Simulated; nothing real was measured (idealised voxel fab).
process module | voxel double patterning
Displayed cross-section: cut, width of 195 nm, square cells sized 5 nm.
Cross-section, as written here: a square-cell grid given band by band from the top down, where a band holds one or more rows of cells. A band entry consists of two parts. The first gives the height of the band's top and the height of its bottom, in nm. The rest lists the band's materials from left to right, each with its width in nm. A single material labelled with the word "throughout" fills the band from edge to edge, and the word "air" marks empty space. Note: height 0 marks the level under which the wafer is uniformly one material as received. Lowest band unbounded below, written "from 0 down". The two numbers in a width such as "30->40" mark its ends across the band: the first belongs to the top row of cells, the second to the bottom row, and from each row to the next the width moves by the same amount. The designation "no change", where it is given for a processing step, indicates that no cell of the cross-section was altered in the course of that step. Enclosed voids (no open way to top), threshold 8 cells or more, entry "Enclosed void entries", notation width x height at distance, distance from left edge, nm. after a step's settings: what the simulator itself notes on the step. The setting "overlay nm" may be written on the line of a step. When the step uses a mask, the value reports how far to the right of the planned place the mask lay, and a negative value reports that it lay to the left.
### Process steps foreseen in the plan
1 RECEIVE | material Si
2 CONFORMAL_DEP | material SiO2 | thk nm 5
3 DIRECTIONAL_DEP | material polySi | thk nm 10
4 DIRECTIONAL_DEP | material SiCN | thk nm 10
5 MASKED_ETCH | tone open | mask id FIRST | width nm 15 | pitch nm 50 | etch materials SiCN | depth nm 10 | overlay nm 0
6 PATTERN | tone open | mask id SECOND | material resist | width nm 15 | thk nm 15 | overlay nm 0
7 DIRECTIONAL_ETCH | etch materials SiCN | depth nm 10
8 STRIP | etch materials resist
9 DIRECTIONAL_ETCH | etch materials polySi | depth nm 10
10 STRIP | etch materials SiCN
### Incoming wafer, cross-sectional view, post step 1
from 0 down: Si throughout
Enclosed void entries: none
### The first of two wafers, cross-sectioned at the end of the module, with the run proceeding as planned
from 15 to 5: polySi 65 / air 15 / polySi 10 / air 15 / polySi 10 / air 15 / polySi 65
from 5 to 0: SiO2 throughout
from 0 down: Si throughout
Enclosed void entries: none
### Now the second wafer, cross-sectioned at the end of the module. Nothing different at the start, nothing different in the plan compared with the first, just one mistake when it was actually run
from 15 to 0: SiO2 throughout
from 0 down: Si throughout
Enclosed void entries: none
Misprocessing identified: off-plan run, step 3, actual operation and settings DIRECTIONAL_DEP | material SiO2 | thk nm 10
Counted in cells at the end, the second wafer holds more or fewer of these materials than the first: 78 more of SiO2, 60 fewer of polySi
